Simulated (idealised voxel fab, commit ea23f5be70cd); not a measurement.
The process module that follows is named voxel air gaps.
Cross-section cut spans 265 nm and uses square cells 5 nm in size.
Cross-section format: a grid of square cells, given as bands from top to bottom; each band is one or more rows of cells.
Per band: top height and bottom height in nm, followed by the left-to-right materials and their widths in nm; "full width" marks a single material spanning edge to edge, "blank" marks empty space.
All heights in this document are referenced to 0, defined as the level beneath which the wafer, as received, consists entirely of one material. The lowest band is not bounded below; it extends indefinitely downward and is written in the form "0 nm and below".
The notation "30 to 40" denotes a width that varies across the rows of cells in the band, beginning at the first number in the top row, finishing at the second number in the bottom row, and changing by an identical amount from each row to the next.
Any step labelled "nothing got changed" changed none of the cells in the cross-section.
Closed-off voids of 8+ cells (no open route to the top) go in "Sealed internal cavities", written width x height at distance from the left edge, in nm.
Whatever follows a step's settings on its line is a remark the simulator itself makes about that step.
You can add "overlay nm" to a step's line. For a step with a mask, it describes how far the mask lay to the right of its planned position, and a negative number describes a lay to the left.
PLAN
- 1: RECEIVE with material Si
- 2: CONFORMAL_DEP with material SiO2, thk nm 10
- 3: CONFORMAL_DEP with material SiCN, thk nm 5
- 4: DIRECTIONAL_DEP with material lowk, thk nm 40
- 5: MASKED_ETCH with tone open, mask id LINES, width nm 20, pitch nm 45, etch materials lowk, depth nm 40, overlay nm -15
- 6: CONFORMAL_DEP with material TiN, thk nm 5
- 7: FILL_DEP with material W, thk nm 5
- 8: CMP with height nm 55
- 9: EPI with material Ru, thk nm 10
- 10: SELECTIVE_ETCH with etch materials lowk, depth nm 50
- 11: CONFORMAL_DEP with material SiCN, thk nm 5
It is noted that the wafers described herein are identical at the outset and are distinguished by the overlay nm of step 5; the value stated in the plan corresponds to the first wafer.
RECEIVED WAFERS, FIRST OF SEVERAL: CROSS-SECTION AFTER STEP 1
> 0 nm and below | Si full width
> Sealed internal cavities: none
THE ROWS OF THE TABLE BELOW ARE WAFERS. LOOKING AT THE END OF THE MODULE, A ROW COUNTS, FOR EVERY MATERIAL, THE CELLS THE WAFER HAS GAINED, SHOWN AS (+), OR LOST, SHOWN AS (-), SINCE IT WAS RECEIVED; ITS CLOSED VOIDS COME NEXT
overlay nm -15 | +48 Ru | +182 SiCN | +106 SiO2 | +54 TiN | +42 W | Sealed internal cavities: 15 x 30 at 85; 15 x 30 at 130
overlay nm -10 | +48 Ru | +182 SiCN | +106 SiO2 | +54 TiN | +42 W | Sealed internal cavities: 15 x 30 at 90; 15 x 30 at 135
overlay nm -5 | +48 Ru | +182 SiCN | +106 SiO2 | +54 TiN | +42 W | Sealed internal cavities: 15 x 30 at 95; 15 x 30 at 140
overlay nm 0 | +48 Ru | +182 SiCN | +106 SiO2 | +54 TiN | +42 W | Sealed internal cavities: 15 x 30 at 100; 15 x 30 at 145
overlay nm 5 | +48 Ru | +182 SiCN | +106 SiO2 | +54 TiN | +42 W | Sealed internal cavities: 15 x 30 at 105; 15 x 30 at 150
overlay nm 10 | +48 Ru | +182 SiCN | +106 SiO2 | +54 TiN | +42 W | Sealed internal cavities: 15 x 30 at 110; 15 x 30 at 155
overlay nm 15 | +48 Ru | +182 SiCN | +106 SiO2 | +54 TiN | +42 W | Sealed internal cavities: 15 x 30 at 115; 15 x 30 at 160
